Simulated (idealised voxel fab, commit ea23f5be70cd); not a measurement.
This is a process module. Its name is voxel released beams.
Cross-section cut spans 255 nm and uses square cells 5 nm in size.
In what follows, cross-sections appear as grids of square cells, described through bands that run from the top down, where every band is one or more rows of cells. Top height, bottom height, nm. Materials left to right, width each, nm. Single material + "full width" = fills band edge to edge. "empty" = empty. A quick word on heights: they are counted from 0, and under that level the wafer as it came to us is one material throughout. The lowest band is different from the rest in having no bottom; it simply continues downward, written as in "z 0 and below". Read "30->40" as a graded width: first number on top, second number at the bottom, same change between each pair of neighbouring rows. "nothing different", as given for a step, is the statement that not any cell of the cross-section underwent a change during that step. The entry titled "Catalogued sealed voids" provides the empty spaces that have no open way to the top, restricted to those of 8 cells or more. Each is presented as width x height at distance, the distance being measured from the left edge, with all three in nm. Step line, after settings: the simulator's comment on this step. The setting "overlay nm" may be written on the line of a step. When the step uses a mask, the value reports how far to the right of the planned place the mask lay, and a negative value reports that it lay to the left.
The following list gives the planned process steps:
1,RECEIVE [material Si]
2,CONFORMAL_DEP [material SiN] [thk nm 10]
3,DIRECTIONAL_DEP [material SiO2] [thk nm 10]
4,MASKED_ETCH [tone open] [mask id ANCHOR] [width nm 45] [etch materials SiO2] [depth nm 10] [overlay nm 0]
5,CONFORMAL_DEP [material TiN] [thk nm 15]
6,MASKED_ETCH [tone cover] [mask id BEAM] [width nm 120] [etch materials TiN] [depth nm 15] [overlay nm 0]
7,STRIP [etch materials SiO2]
First of two wafers, with the run carried out as planned:
Cross-section of the incoming wafer, state after step 1:
z 0 and below  Si full width
Catalogued sealed voids: none
Sectional view: wafer, after step 2:
z 10 to 0  SiN full width
At heights below 0, the structure remains unaltered.
Sectional view: wafer, after step 3:
z 20 to 10  SiO2 full width
At heights below 10, the structure remains unaltered.
Sectional view: wafer, after step 4:
z 20 to 10  SiO2 70, then empty 45, then SiO2 140
At heights below 10, the structure remains unaltered.
Sectional view: wafer, after step 5:
z 35 to 25  TiN 85, then empty 15, then TiN 155
z 25 to 20  TiN full width
z 20 to 10  SiO2 70, then TiN 45, then SiO2 140
At heights below 10, the structure remains unaltered.
Sectional view: wafer, after step 6:
z 35 to 25  empty 65, then TiN 20, then empty 15, then TiN 85, then empty 70
z 25 to 20  empty 65, then TiN 120, then empty 70
At heights below 20, the structure remains unaltered.
Sectional view: wafer, after step 7:
z 35 to 25  empty 65, then TiN 20, then empty 15, then TiN 85, then empty 70
z 25 to 20  empty 65, then TiN 120, then empty 70
z 20 to 10  empty 70, then TiN 45, then empty 140
At heights below 10, the structure remains unaltered.
Companion wafer, the second of two: same beginning, same intended sequence, one mistake in carrying it out; through step 1 inclusive it tracks the first exactly:
Look at the second wafer in cross-section at the time step 2 ought to have finished:
z 10 to 0  SiO2 full width
At heights below 0, the structure remains unaltered.
Look at the second wafer in cross-section at the time step 3 ought to have finished:
z 20 to 10  SiN full width
At heights below 10, the structure remains unaltered.
Look at the second wafer in cross-section at the time step 4 ought to have finished: nothing different
Look at the second wafer in cross-section at the time step 5 ought to have finished:
z 35 to 20  TiN full width
At heights below 20, the structure remains unaltered.
Look at the second wafer in cross-section at the time step 6 ought to have finished:
z 35 to 20  empty 65, then TiN 120, then empty 70
At heights below 20, the structure remains unaltered.
Look at the second wafer in cross-section at the time step 7 ought to have finished: nothing different
What went wrong in running the wafer? steps 2 and 3 traded places in the executed sequence
Looking at both finished wafers in cells, the second ends up ahead of or behind the first on some materials: 102 more of SiO2 | 12 fewer of TiN
